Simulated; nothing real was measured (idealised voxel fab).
The name of this process module is voxel gate over fins.
Pictured: cross-section cut, 285 nm wide, on a grid of 5 nm square cells.
Cross-section spec: square-cell grid; bands listed top down; each band is one or more rows.
The band entry comprises the height of the band's top followed by the height of its bottom, expressed in nm, and subsequently the band's materials from left to right, each stated together with its width in nm. Where a single material is marked with the word "edge to edge", that material fills the band from edge to edge. The word "empty" represents empty space.
Zero point of the height axis is 0; under it, received wafer = one material. Lowest band: continues down indefinitely, "top 0, no bottom".
When a width is written as two numbers, as in "30..40", the first number is the width in the top row of cells of the band and the second is the width in its bottom row, and the width changes by the same amount from each row to the next.
Where the words "no change occurred" appear for a step, the cross-section shows no cell changed by that step; every cell remained as before.
Closed-off voids of 8+ cells (no open route to the top) go in "Unvented cavities", written width x height at distance from the left edge, in nm.
On each step's line, the part that comes after the settings is the simulator's own comment on the step.
overlay nm: on a step with a mask, how far right of its planned place the mask lay; negative means left.
The process steps that were planned are listed below:
1: op RECEIVE | material Si
2: op CONFORMAL_DEP | material SiN | thk nm 5
3: op MASKED_ETCH | tone cover | mask id FINS | width nm 15 | pitch nm 60 | etch materials SiN | depth nm 5 | overlay nm 0
4: op MASKED_ETCH | tone cover | mask id FINS | width nm 15 | pitch nm 60 | etch materials Si | depth nm 35 | overlay nm 0
5: op OXIDIZE | depth nm 5
6: op FILL_DEP | material SiO2 | thk nm 5
7: op CMP | height nm 5
8: op PATTERN | tone open | mask id RAIL | material resist | width nm 15 | thk nm 20 | overlay nm 0
9: op DIRECTIONAL_ETCH | etch materials SiO2 | depth nm 35
10: op STRIP | etch materials resist
11: op CONFORMAL_DEP | material TiN | thk nm 5
12: op FILL_DEP | material W | thk nm 10
13: op CMP | height nm 5
14: op SELECTIVE_ETCH | etch materials W Ru TiN | depth nm 30
15: op FILL_DEP | material SiO2 | thk nm 5
16: op CMP | height nm 5
17: op SELECTIVE_ETCH | etch materials SiO2 | depth nm 20
18: op STRIP | etch materials SiN
19: op CONFORMAL_DEP | material HfO2 | thk nm 5
20: op CONFORMAL_DEP | material TiN | thk nm 5
21: op FILL_DEP | material W | thk nm 10
22: op CMP | height nm 15
23: op CONFORMAL_DEP | material SiN | thk nm 10
Delivered wafer in cross-section: state after step 1:
top 0, no bottom: Si edge to edge
Unvented cavities: none
The cross-section shown corresponds to the wafer at the conclusion of the module. The initial structure and the process plan are those presented above; however, one mistake occurred in executing the plan:
top 25, bottom 15: SiN edge to edge
top 15, bottom 10: W edge to edge
top 10, bottom 5: 40 W | 25 TiN | 35 W | 25 TiN | 35 W | 25 TiN | 35 W | 25 TiN | 40 W
top 5, bottom 0: 40 W | 5 TiN | 15 HfO2 | 5 TiN | 35 W | 5 TiN | 15 HfO2 | 5 TiN | 35 W | 5 TiN | 15 HfO2 | 5 TiN | 35 W | 5 TiN | 15 HfO2 | 5 TiN | 40 W
top 0, bottom -5: 40 W | 5 TiN | 5 HfO2 | 5 Si | 5 HfO2 | 5 TiN | 35 W | 5 TiN | 5 HfO2 | 5 Si | 5 HfO2 | 5 TiN | 35 W | 5 TiN | 5 HfO2 | 5 Si | 5 HfO2 | 5 TiN | 35 W | 5 TiN | 5 HfO2 | 5 Si | 5 HfO2 | 5 TiN | 40 W
top -5, bottom -10: 45 TiN | 5 HfO2 | 5 Si | 5 HfO2 | 45 TiN | 5 HfO2 | 5 Si | 5 HfO2 | 45 TiN | 5 HfO2 | 5 Si | 5 HfO2 | 45 TiN | 5 HfO2 | 5 Si | 5 HfO2 | 45 TiN
top -10, bottom -15: 50 HfO2 | 5 Si | 55 HfO2 | 5 Si | 55 HfO2 | 5 Si | 55 HfO2 | 5 Si | 50 HfO2
top -15, bottom -25: 50 SiO2 | 5 Si | 55 SiO2 | 5 Si | 55 SiO2 | 5 Si | 55 SiO2 | 5 Si | 50 SiO2
top -25, bottom -30: 50 SiO2 | 5 Si | 15 SiO2 | 25 TiN | 15 SiO2 | 5 Si | 55 SiO2 | 5 Si | 55 SiO2 | 5 Si | 50 SiO2
top -30, bottom -40: 50 SiO2 | 5 Si | 55 SiO2 | 5 Si | 55 SiO2 | 5 Si | 55 SiO2 | 5 Si | 50 SiO2
top -40, no bottom: Si edge to edge
Unvented cavities: none
Processing error: step 8 did not happen as planned, as run it was op PATTERN | tone open | mask id RAIL | material resist | width nm 25 | thk nm 20 | overlay nm 0
